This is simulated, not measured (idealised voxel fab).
Process module in this document: voxel self aligned vias
This is section cut - it's 300 nm across, gridded in 5 nm square cells.
A cross-section is written here as square cells arranged in a grid, and it is given in bands from the top down, each band taking up one or more rows of cells. This entry defines a band. It first specifies the height of the band's top and the height of its bottom in nm, and then specifies the band's materials from left to right, stating each material with its width in nm. The word "edge to edge" identifies a single material that fills the band from edge to edge, while the word "empty" identifies empty space. Heights are measured from 0, the level below which the as-received wafer is all one material; the lowest band has no bottom and continues downward, written as in "0 -> down". You'd read "30->40" like this: the band's top row of cells is as wide as the first number, its bottom row is as wide as the second, and going down, every row changes width by the same amount as the row before did. "nothing was modified" for a step: no cell of the cross-section changed in that step. "Closed void roster" enumerates empty spaces isolated from the top, with no open way to it, that contain at least 8 cells, giving each as width x height at distance from the left edge, all three in nm. Read whatever lies past the settings on a step's line as the simulator's own remark about the step. A step line may carry the setting "overlay nm", which, for steps involving a mask, states the distance by which the mask lay to the right of its intended position; negative values denote displacement to the left.

**Process steps - plan**
1 RECEIVE with material Si
2 CONFORMAL_DEP with material SiO2, thk nm 10
3 CONFORMAL_DEP with material SiCN, thk nm 5
4 DIRECTIONAL_DEP with material SiO2, thk nm 30
5 DIRECTIONAL_DEP with material aC, thk nm 15
6 PATTERN with tone open, mask id LINES, material resist, width nm 20, pitch nm 55, thk nm 30, overlay nm 0
7 DIRECTIONAL_ETCH with etch materials aC, depth nm 15
8 STRIP with etch materials resist
9 DIRECTIONAL_ETCH with etch materials SiO2, depth nm 30
10 STRIP with etch materials aC
11 CONFORMAL_DEP with material TiN, thk nm 5
12 FILL_DEP with material Ru, thk nm 10
13 CMP with height nm 45
14 SELECTIVE_ETCH with etch materials W Ru TiN, depth nm 5
15 FILL_DEP with material SiN, thk nm 5
16 CMP with height nm 45
17 DIRECTIONAL_DEP with material SiO2, thk nm 15
18 MASKED_ETCH with tone open, mask id VIAS, width nm 30, pitch nm 55, etch materials SiO2, depth nm 15, overlay nm 0
19 MASKED_ETCH with tone open, mask id VIAS, width nm 30, pitch nm 55, etch materials SiN, depth nm 5, overlay nm 0
20 CONFORMAL_DEP with material TiN, thk nm 5
21 FILL_DEP with material Cu, thk nm 5
22 CMP with height nm 60
23 CONFORMAL_DEP with material SiCN, thk nm 5

**First of two wafers - as planned**

**Delivered wafer in cross-section: state after step 1**
    0 -> down | Si edge to edge
    Closed void roster: none

**The wafer in cross-section once step 2 is complete**
    10 -> 0 | SiO2 edge to edge
    Nothing below the height 0 has changed.

**The wafer in cross-section once step 3 is complete**
    15 -> 10 | SiCN edge to edge
    Nothing below the height 10 has changed.

**The wafer in cross-section once step 4 is complete**
    45 -> 15 | SiO2 edge to edge
    Nothing below the height 15 has changed.

**The wafer in cross-section once step 5 is complete**
    60 -> 45 | aC edge to edge
    Nothing below the height 45 has changed.

**The wafer in cross-section once step 6 is complete**
    90 -> 60 | 85 resist, then 20 empty, then 35 resist, then 20 empty, then 35 resist, then 20 empty, then 85 resist
    Nothing below the height 60 has changed.

**The wafer in cross-section once step 7 is complete**
    75 -> 60 | 85 resist, then 20 empty, then 35 resist, then 20 empty, then 35 resist, then 20 empty, then 85 resist
    60 -> 45 | 85 aC, then 20 empty, then 35 aC, then 20 empty, then 35 aC, then 20 empty, then 85 aC
    Nothing below the height 45 has changed.

**The wafer in cross-section once step 8 is complete**
    60 -> 45 | 85 aC, then 20 empty, then 35 aC, then 20 empty, then 35 aC, then 20 empty, then 85 aC
    Nothing below the height 45 has changed.

**The wafer in cross-section once step 9 is complete**
    60 -> 45 | 85 aC, then 20 empty, then 35 aC, then 20 empty, then 35 aC, then 20 empty, then 85 aC
    45 -> 15 | 85 SiO2, then 20 empty, then 35 SiO2, then 20 empty, then 35 SiO2, then 20 empty, then 85 SiO2
    Nothing below the height 15 has changed.

**The wafer in cross-section once step 10 is complete**
    45 -> 15 | 85 SiO2, then 20 empty, then 35 SiO2, then 20 empty, then 35 SiO2, then 20 empty, then 85 SiO2
    Nothing below the height 15 has changed.

**The wafer in cross-section once step 11 is complete**
    50 -> 45 | 90 TiN, then 10 empty, then 45 TiN, then 10 empty, then 45 TiN, then 10 empty, then 90 TiN
    45 -> 20 | 85 SiO2, then 5 TiN, then 10 empty, then 5 TiN, then 35 SiO2, then 5 TiN, then 10 empty, then 5 TiN, then 35 SiO2, then 5 TiN, then 10 empty, then 5 TiN, then 85 SiO2
    20 -> 15 | 85 SiO2, then 20 TiN, then 35 SiO2, then 20 TiN, then 35 SiO2, then 20 TiN, then 85 SiO2
    Nothing below the height 15 has changed.

**The wafer in cross-section once step 12 is complete**
    60 -> 50 | Ru edge to edge
    50 -> 45 | 90 TiN, then 10 Ru, then 45 TiN, then 10 Ru, then 45 TiN, then 10 Ru, then 90 TiN
    45 -> 20 | 85 SiO2, then 5 TiN, then 10 Ru, then 5 TiN, then 35 SiO2, then 5 TiN, then 10 Ru, then 5 TiN, then 35 SiO2, then 5 TiN, then 10 Ru, then 5 TiN, then 85 SiO2
    Nothing below the height 20 has changed.

**The wafer in cross-section once step 13 is complete**
    45 -> 20 | 85 SiO2, then 5 TiN, then 10 Ru, then 5 TiN, then 35 SiO2, then 5 TiN, then 10 Ru, then 5 TiN, then 35 SiO2, then 5 TiN, then 10 Ru, then 5 TiN, then 85 SiO2
    Nothing below the height 20 has changed.

**The wafer in cross-section once step 14 is complete**
    45 -> 40 | 85 SiO2, then 20 empty, then 35 SiO2, then 20 empty, then 35 SiO2, then 20 empty, then 85 SiO2
    Nothing below the height 40 has changed.

**The wafer in cross-section once step 15 is complete**
    50 -> 45 | SiN edge to edge
    45 -> 40 | 85 SiO2, then 20 SiN, then 35 SiO2, then 20 SiN, then 35 SiO2, then 20 SiN, then 85 SiO2
    Nothing below the height 40 has changed.

**The wafer in cross-section once step 16 is complete**
    45 -> 40 | 85 SiO2, then 20 SiN, then 35 SiO2, then 20 SiN, then 35 SiO2, then 20 SiN, then 85 SiO2
    Nothing below the height 40 has changed.

**The wafer in cross-section once step 17 is complete**
    60 -> 45 | SiO2 edge to edge
    Nothing below the height 45 has changed.

**The wafer in cross-section once step 18 is complete**
    60 -> 45 | 80 SiO2, then 30 empty, then 25 SiO2, then 30 empty, then 25 SiO2, then 30 empty, then 80 SiO2
    Nothing below the height 45 has changed.

**The wafer in cross-section once step 19 is complete**
    60 -> 45 | 80 SiO2, then 30 empty, then 25 SiO2, then 30 empty, then 25 SiO2, then 30 empty, then 80 SiO2
    45 -> 40 | 85 SiO2, then 20 empty, then 35 SiO2, then 20 empty, then 35 SiO2, then 20 empty, then 85 SiO2
    Nothing below the height 40 has changed.

**The wafer in cross-section once step 20 is complete**
    65 -> 60 | 85 TiN, then 20 empty, then 35 TiN, then 20 empty, then 35 TiN, then 20 empty, then 85 TiN
    60 -> 50 | 80 SiO2, then 5 TiN, then 20 empty, then 5 TiN, then 25 SiO2, then 5 TiN, then 20 empty, then 5 TiN, then 25 SiO2, then 5 TiN, then 20 empty, then 5 TiN, then 80 SiO2
    50 -> 45 | 80 SiO2, then 10 TiN, then 10 empty, then 10 TiN, then 25 SiO2, then 10 TiN, then 10 empty, then 10 TiN, then 25 SiO2, then 10 TiN, then 10 empty, then 10 TiN, then 80 SiO2
    45 -> 40 | 85 SiO2, then 20 TiN, then 35 SiO2, then 20 TiN, then 35 SiO2, then 20 TiN, then 85 SiO2
    Nothing below the height 40 has changed.

**The wafer in cross-section once step 21 is complete**
    70 -> 65 | Cu edge to edge
    65 -> 60 | 85 TiN, then 20 Cu, then 35 TiN, then 20 Cu, then 35 TiN, then 20 Cu, then 85 TiN
    60 -> 50 | 80 SiO2, then 5 TiN, then 20 Cu, then 5 TiN, then 25 SiO2, then 5 TiN, then 20 Cu, then 5 TiN, then 25 SiO2, then 5 TiN, then 20 Cu, then 5 TiN, then 80 SiO2
    50 -> 45 | 80 SiO2, then 10 TiN, then 10 Cu, then 10 TiN, then 25 SiO2, then 10 TiN, then 10 Cu, then 10 TiN, then 25 SiO2, then 10 TiN, then 10 Cu, then 10 TiN, then 80 SiO2
    Nothing below the height 45 has changed.

**The wafer in cross-section once step 22 is complete**
    60 -> 50 | 80 SiO2, then 5 TiN, then 20 Cu, then 5 TiN, then 25 SiO2, then 5 TiN, then 20 Cu, then 5 TiN, then 25 SiO2, then 5 TiN, then 20 Cu, then 5 TiN, then 80 SiO2
    Nothing below the height 50 has changed.

**The wafer in cross-section once step 23 is complete**
    65 -> 60 | SiCN edge to edge
    Nothing below the height 60 has changed.

**Wafer two. Same start, same plan, one slip in execution. Same as wafer one through step 16, inclusive**

**Second wafer, section view, time point: scheduled end of step 17**
    45 -> 40 | 80 SiO2, then 5 empty, then 20 SiN, then 5 empty, then 25 SiO2, then 5 empty, then 20 SiN, then 5 empty, then 25 SiO2, then 5 empty, then 20 SiN, then 5 empty, then 80 SiO2
    40 -> 30 | 80 SiO2, then 5 empty, then 5 TiN, then 10 Ru, then 5 TiN, then 5 empty, then 25 SiO2, then 5 empty, then 5 TiN, then 10 Ru, then 5 TiN, then 5 empty, then 25 SiO2, then 5 empty, then 5 TiN, then 10 Ru, then 5 TiN, then 5 empty, then 80 SiO2
    Nothing below the height 30 has changed.

**Second wafer, section view, time point: scheduled end of step 18**
    60 -> 45 | 80 SiO2, then 5 empty, then 20 SiO2, then 5 empty, then 25 SiO2, then 5 empty, then 20 SiO2, then 5 empty, then 25 SiO2, then 5 empty, then 20 SiO2, then 5 empty, then 80 SiO2
    45 -> 40 | 85 SiO2, then 20 SiN, then 35 SiO2, then 20 SiN, then 35 SiO2, then 20 SiN, then 85 SiO2
    40 -> 20 | 85 SiO2, then 5 TiN, then 10 Ru, then 5 TiN, then 35 SiO2, then 5 TiN, then 10 Ru, then 5 TiN, then 35 SiO2, then 5 TiN, then 10 Ru, then 5 TiN, then 85 SiO2
    Nothing below the height 20 has changed.

Second wafer, section view, time point: scheduled end of step 19: nothing was modified

**Second wafer, section view, time point: scheduled end of step 20**
    65 -> 60 | TiN edge to edge
    60 -> 45 | 80 SiO2, then 5 TiN, then 20 SiO2, then 5 TiN, then 25 SiO2, then 5 TiN, then 20 SiO2, then 5 TiN, then 25 SiO2, then 5 TiN, then 20 SiO2, then 5 TiN, then 80 SiO2
    Nothing below the height 45 has changed.

**Second wafer, section view, time point: scheduled end of step 21**
    70 -> 65 | Cu edge to edge
    Nothing below the height 65 has changed.

**Second wafer, section view, time point: scheduled end of step 22**
    60 -> 45 | 80 SiO2, then 5 TiN, then 20 SiO2, then 5 TiN, then 25 SiO2, then 5 TiN, then 20 SiO2, then 5 TiN, then 25 SiO2, then 5 TiN, then 20 SiO2, then 5 TiN, then 80 SiO2
    Nothing below the height 45 has changed.

**Second wafer, section view, time point: scheduled end of step 23**
    65 -> 60 | SiCN edge to edge
    Nothing below the height 60 has changed.
Against the plan, the run slipped here: order of steps 17 and 18 inverted relative to the plan
Heads up, by the end the second wafer has more or fewer cells of some materials compared to the first: Cu -30 | SiN +12 | SiO2 +36 | TiN -18
